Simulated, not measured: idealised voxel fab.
The document below concerns the process module designated voxel self aligned vias.
Cross-sectional view cut (width: 220 nm; square cell size: 5 nm).
A cross-section is written here as square cells arranged in a grid, and it is given in bands from the top down, each band taking up one or more rows of cells.
A band entry consists of two parts. The first gives the height of the band's top and the height of its bottom, in nm. The rest lists the band's materials from left to right, each with its width in nm. A single material labelled with the word "edge to edge" fills the band from edge to edge, and the word "air" marks empty space.
Where do heights start? At 0: under that level the wafer as delivered is made of one material only. And the lowest band has no floor; it just carries on downward, as in "0 nm and below".
A two-number width, for instance "30 to 40", indicates that the width is equal to the first number in the top row of the band and to the second number in the bottom row, and that it changes by a constant amount per row of cells.
"same as before" after a step means that no cell of the cross-section changed.
The list in "Enclosed void list" covers empty spaces of 8 cells or more that cannot reach the top through any open way, and it gives each as width x height at distance; the distance is from the left edge, and width, height and distance are in nm.
The remark found on a step's line after its settings is issued by the simulator itself and pertains to that step.
A step line may carry the setting "overlay nm", which, for steps involving a mask, states the distance by which the mask lay to the right of its intended position; negative values denote displacement to the left.

# Steps planned for the process
1 RECEIVE with material Si
2 CONFORMAL_DEP with material SiO2, thk nm 15
3 CONFORMAL_DEP with material SiCN, thk nm 5
4 DIRECTIONAL_DEP with material lowk, thk nm 20
5 DIRECTIONAL_DEP with material aC, thk nm 10
6 PATTERN with tone open, mask id LINES, material resist, width nm 20, pitch nm 50, thk nm 25, overlay nm 0
7 DIRECTIONAL_ETCH with etch materials aC, depth nm 10
8 STRIP with etch materials resist
9 DIRECTIONAL_ETCH with etch materials lowk, depth nm 20
10 STRIP with etch materials aC
11 CONFORMAL_DEP with material TiN, thk nm 5
12 FILL_DEP with material W, thk nm 10
13 CMP with height nm 40
14 SELECTIVE_ETCH with etch materials W Ru TiN, depth nm 10
15 FILL_DEP with material SiN, thk nm 5
16 CMP with height nm 40
17 DIRECTIONAL_DEP with material lowk, thk nm 15
18 PATTERN with tone open, mask id VIAS, material resist, width nm 30, pitch nm 50, thk nm 15, overlay nm 0
19 DIRECTIONAL_ETCH with etch materials lowk, depth nm 15
20 DIRECTIONAL_ETCH with etch materials SiN, depth nm 10
21 STRIP with etch materials resist
22 CONFORMAL_DEP with material TiN, thk nm 5
23 FILL_DEP with material W, thk nm 10
24 CMP with height nm 55
25 CONFORMAL_DEP with material SiCN, thk nm 5

# Cross-section of the wafer upon arrival, representing the state reached after step 1
    0 nm and below | Si edge to edge
    Enclosed void list: none

# First of two wafers: cross-section at end of module, run per plan
    60 nm to 55 nm | SiCN edge to edge
    55 nm to 45 nm | lowk (45) | TiN (5) | W (20) | TiN (5) | lowk (20) | TiN (5) | W (20) | TiN (5) | lowk (20) | TiN (5) | W (20) | TiN (5) | lowk (45)
    45 nm to 35 nm | lowk (45 to 50) | TiN (10 to 5) | W (10) | TiN (10 to 5) | lowk (20 to 30) | TiN (10 to 5) | W (10) | TiN (10 to 5) | lowk (20 to 30) | TiN (10 to 5) | W (10) | TiN (10 to 5) | lowk (45 to 50)
    35 nm to 30 nm | lowk (50) | TiN (20) | lowk (30) | TiN (20) | lowk (30) | TiN (20) | lowk (50)
    30 nm to 25 nm | lowk (50) | TiN (5) | W (10) | TiN (5) | lowk (30) | TiN (5) | W (10) | TiN (5) | lowk (30) | TiN (5) | W (10) | TiN (5) | lowk (50)
    25 nm to 20 nm | lowk (50) | TiN (20) | lowk (30) | TiN (20) | lowk (30) | TiN (20) | lowk (50)
    20 nm to 15 nm | SiCN edge to edge
    15 nm to 0 nm | SiO2 edge to edge
    0 nm and below | Si edge to edge
    Enclosed void list: none

# Cross-section at end of module for the second wafer of two, which matched the first in starting point and plan and differed by one mistake in its processing
    60 nm to 55 nm | SiCN edge to edge
    55 nm to 45 nm | lowk (45) | TiN (5) | W (20) | TiN (5) | lowk (20) | TiN (5) | W (20) | TiN (5) | lowk (20) | TiN (5) | W (20) | TiN (5) | lowk (45)
    45 nm to 40 nm | lowk (45) | TiN (30) | lowk (20) | TiN (30) | lowk (20) | TiN (30) | lowk (45)
    40 nm to 35 nm | SiCN edge to edge
    35 nm to 15 nm | lowk edge to edge
    15 nm to 0 nm | SiO2 edge to edge
    0 nm and below | Si edge to edge
    Enclosed void list: none
Run error: the processing plan was not followed for steps 3 and 4, which were run with their positions exchanged
In the final state, the cell counts of the second wafer exceed or fall short of those of the first for the following materials: TiN -30; W -18; lowk +48
